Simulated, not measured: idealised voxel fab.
process module | voxel self aligned contacts
cross-section cut | 170 nm wide | cells 5 nm
A cross-section is a grid of square cells, given in bands from the top down. A band is one or more rows of cells.
Each band's line starts with the height of the band's top and of its bottom, in nm. Then come its materials from left to right, each with its width in nm. One material with "throughout" fills the band from edge to edge. "air" is empty space.
Height 0 is the level under which the wafer as received is all one material. The lowest band goes on downwards, as in "0 down".
A width such as "30 to 40" changes by the same amount from each row of cells to the next, from the band's top row to its bottom row.
"no change" after a step means that no cell of the cross-section changed.
closed voids: empty space of 8 cells or more with no open way to the top, each as width x height at its distance from the left edge, in nm
after a step's settings: what the simulator itself notes on the step
overlay nm, on a step with a mask: how far to the right of its planned place the mask lay; to the left if negative
plan
1 op RECEIVE | material Si
2 op CONFORMAL_DEP | material SiO2 | thk nm 5
3 op DIRECTIONAL_DEP | material polySi | thk nm 30
4 op DIRECTIONAL_DEP | material SiN | thk nm 20
5 op MASKED_ETCH | tone cover | mask id GATE | width nm 35 | pitch nm 70 | etch materials SiN | depth nm 20 | overlay nm 0
6 op MASKED_ETCH | tone cover | mask id GATE | width nm 35 | pitch nm 70 | etch materials polySi | depth nm 30 | overlay nm 0
7 op CONFORMAL_DEP | material SiN | thk nm 5
8 op DIRECTIONAL_ETCH | etch materials SiN | depth nm 5
9 op FILL_DEP | material SiO2 | thk nm 20
10 op CMP | height nm 65
11 op MASKED_ETCH | tone open | mask id CONTACT | width nm 45 | etch materials SiO2 | depth nm 65 | overlay nm 0
12 op CONFORMAL_DEP | material TiN | thk nm 5
13 op FILL_DEP | material Ru | thk nm 10
14 op CMP | height nm 65
15 op CONFORMAL_DEP | material SiCN | thk nm 5
as received, after step 1
  0 down: Si throughout
  closed voids: none
a wafer at the end: this start, this plan, one mistake
  70 to 65: SiCN throughout
  65 to 55: SiO2 70 | TiN 5 | Ru 35 to 15 | TiN 5 to 25 | SiO2 55
  55 to 35: SiO2 25 | SiN 45 | TiN 5 | Ru 15 | TiN 5 | SiN 45 | SiO2 30
  35 to 5: SiO2 25 | SiN 5 | polySi 35 | SiN 5 | TiN 5 | Ru 15 | TiN 5 | SiN 5 | polySi 35 | SiN 5 | SiO2 30
  5 to 0: SiO2 70 | TiN 25 | SiO2 75
  0 down: Si throughout
  closed voids: none
what went wrong: step 11 ran as: op MASKED_ETCH | tone open | mask id CONTACT | width nm 45 | etch materials SiO2 | depth nm 65 | overlay nm 10
